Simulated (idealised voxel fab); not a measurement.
Title: Process Module voxel local oxidation
Cross-section cut: width 290 nm, square cells of 5 nm.
Each cross-section below is a grid of square cells, stated as bands in top-down order, with one or more rows of cells making up each band. The band entry comprises the height of the band's top followed by the height of its bottom, expressed in nm, and subsequently the band's materials from left to right, each stated together with its width in nm. Where a single material is marked with the word "throughout", that material fills the band from edge to edge. The word "blank" represents empty space. Measure heights from 0. That's the level where, below it, the as-received wafer is all one material. The lowest band is bottomless and extends downward; write it as in "0 nm and below". With a width like "30 to 40", each row of cells in the band differs from the next by the same amount, the top row carrying the first number and the bottom row the second. For the purposes of this document, the phrase "no change" attached to a step denotes that no cell within the cross-section was modified by that step. "Tabulated closed voids" specifies each empty space that is not open to the top and that occupies no fewer than 8 cells, using the form width x height at distance, the distance measured from the left edge and all three quantities in nm. What comes after the settings on a step's line is commentary from the simulator itself on that step. overlay nm: how far to the right of its planned place the mask lay on this masked step (negative: to the left).

-- These are the steps we planned for the process
| 1 | RECEIVE: material Si |
| 2 | CONFORMAL_DEP: material SiO2, thk nm 5 |
| 3 | CONFORMAL_DEP: material SiN, thk nm 10 |
| 4 | MASKED_ETCH: tone cover, mask id ACTIVE, width nm 100, pitch nm 140, etch materials SiN, depth nm 10, overlay nm -10 |
| 5 | SELECTIVE_ETCH: etch materials SiO2, depth nm 5 |
| 6 | OXIDIZE: depth nm 15 |
| 7 | STRIP: etch materials SiN |
Wafer-to-wafer difference: overlay nm, step 4. Common start. Plan = first wafer's value.

-- Cross-section of the first of several received wafers, showing its state after step 1
  0 nm and below = Si throughout
  Tabulated closed voids: none

-- The figure below presents a cross-section of the first of several wafers at the conclusion of the module, following its last step, step 7
  5 nm to 0 nm = blank: 20 / SiO2: 90 / blank: 50 / SiO2: 90 / blank: 40
  0 nm to -15 nm = SiO2: 35 / Si: 60 / SiO2: 80 / Si: 60 / SiO2: 55
  -15 nm and below = Si throughout
  Tabulated closed voids: none

-- Last wafer x-sec, end of module
  5 nm to 0 nm = blank: 40 / SiO2: 90 / blank: 50 / SiO2: 90 / blank: 20
  0 nm to -15 nm = SiO2: 55 / Si: 60 / SiO2: 80 / Si: 60 / SiO2: 35
  -15 nm and below = Si throughout
  Tabulated closed voids: none

-- Rows = wafers. At module end, each row lists per material the cells gained (+) or lost (-) since the wafer was received, then the closed voids
overlay nm -10 | -102 Si | +138 SiO2 | Tabulated closed voids: none
overlay nm -5 | -102 Si | +138 SiO2 | Tabulated closed voids: none
overlay nm 0 | -102 Si | +138 SiO2 | Tabulated closed voids: none
overlay nm 5 | -102 Si | +138 SiO2 | Tabulated closed voids: none
overlay nm 10 | -102 Si | +138 SiO2 | Tabulated closed voids: none
